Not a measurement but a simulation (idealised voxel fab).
process module | voxel ribs on slabs
cross-section cut | 225 nm wide | cells 5 nm
A cross-section is a grid of square cells, given in bands from the top down. A band is one or more rows of cells.
Each band's line starts with the height of the band's top and of its bottom, in nm. Then come its materials from left to right, each with its width in nm. One material with "throughout" fills the band from edge to edge. "air" is empty space.
Height 0 is the level under which the wafer as received is all one material. The lowest band goes on downwards, as in "0 down".
A width such as "30 to 40" changes by the same amount from each row of cells to the next, from the band's top row to its bottom row.
"no change" after a step means that no cell of the cross-section changed.
closed voids: empty space of 8 cells or more with no open way to the top, each as width x height at its distance from the left edge, in nm
after a step's settings: what the simulator itself notes on the step
overlay nm, on a step with a mask: how far to the right of its planned place the mask lay; to the left if negative
plan
1 op RECEIVE | material Si
2 op DIRECTIONAL_DEP | material SiO2 | thk nm 25
3 op DIRECTIONAL_DEP | material polySi | thk nm 20
4 op PATTERN | tone cover | mask id RIB | material resist | width nm 15 | thk nm 20 | overlay nm 0
5 op DIRECTIONAL_ETCH | etch materials polySi | depth nm 15
6 op STRIP | etch materials resist
7 op MASKED_ETCH | tone cover | mask id SLAB | width nm 65 | etch materials polySi | depth nm 5 | overlay nm 0
8 op FILL_DEP | material SiO2 | thk nm 20
9 op CMP | height nm 55
10 op DIRECTIONAL_DEP | material W | thk nm 10
11 op PATTERN | tone cover | mask id HEATER | material resist | width nm 25 | thk nm 15 | overlay nm 0
12 op DIRECTIONAL_ETCH | etch materials W | depth nm 10
13 op STRIP | etch materials resist
14 op CONFORMAL_DEP | material SiN | thk nm 10
first wafer, as planned
as received, after step 1
  0 down: Si throughout
  closed voids: none
after step 2
  25 to 0: SiO2 throughout
  below 0: unchanged
after step 3
  45 to 25: polySi throughout
  below 25: unchanged
after step 4
  65 to 45: air 105 | resist 15 | air 105
  below 45: unchanged
after step 5
  65 to 45: air 105 | resist 15 | air 105
  45 to 30: air 105 | polySi 15 | air 105
  below 30: unchanged
after step 6
  45 to 30: air 105 | polySi 15 | air 105
  below 30: unchanged
after step 7
  45 to 30: air 105 | polySi 15 | air 105
  30 to 25: air 80 | polySi 65 | air 80
  below 25: unchanged
after step 8
  65 to 45: SiO2 throughout
  45 to 30: SiO2 105 | polySi 15 | SiO2 105
  30 to 25: SiO2 80 | polySi 65 | SiO2 80
  below 25: unchanged
after step 9
  55 to 45: SiO2 throughout
  below 45: unchanged
after step 10
  65 to 55: W throughout
  below 55: unchanged
after step 11
  80 to 65: air 100 | resist 25 | air 100
  below 65: unchanged
after step 12
  80 to 65: air 100 | resist 25 | air 100
  65 to 55: air 100 | W 25 | air 100
  below 55: unchanged
after step 13
  65 to 55: air 100 | W 25 | air 100
  below 55: unchanged
after step 14
  75 to 65: air 90 | SiN 45 | air 90
  65 to 55: SiN 100 | W 25 | SiN 100
  below 55: unchanged
second wafer: like start, like plan, one mistake. Through step 1 it matches the first wafer
when step 2 should have ended
  50 to 0: SiO2 throughout
  below 0: unchanged
when step 3 should have ended
  70 to 50: polySi throughout
  below 50: unchanged
when step 4 should have ended
  90 to 70: air 105 | resist 15 | air 105
  below 70: unchanged
when step 5 should have ended
  90 to 70: air 105 | resist 15 | air 105
  70 to 55: air 105 | polySi 15 | air 105
  below 55: unchanged
when step 6 should have ended
  70 to 55: air 105 | polySi 15 | air 105
  below 55: unchanged
when step 7 should have ended
  70 to 55: air 105 | polySi 15 | air 105
  55 to 50: air 80 | polySi 65 | air 80
  below 50: unchanged
when step 8 should have ended
  90 to 70: SiO2 throughout
  70 to 55: SiO2 105 | polySi 15 | SiO2 105
  55 to 50: SiO2 80 | polySi 65 | SiO2 80
  below 50: unchanged
when step 9 should have ended
  55 to 50: SiO2 80 | polySi 65 | SiO2 80
  below 50: unchanged
when step 10 should have ended
  65 to 55: W throughout
  below 55: unchanged
when step 11 should have ended
  80 to 65: air 100 | resist 25 | air 100
  below 65: unchanged
when step 12 should have ended
  80 to 65: air 100 | resist 25 | air 100
  65 to 55: air 100 | W 25 | air 100
  below 55: unchanged
when step 13 should have ended
  65 to 55: air 100 | W 25 | air 100
  below 55: unchanged
when step 14 should have ended
  75 to 65: air 90 | SiN 45 | air 90
  65 to 55: SiN 100 | W 25 | SiN 100
  below 55: unchanged
what went wrong: step 2 was run twice
at the end the second wafer has, in cells: 9 more of SiO2 | 9 fewer of polySi
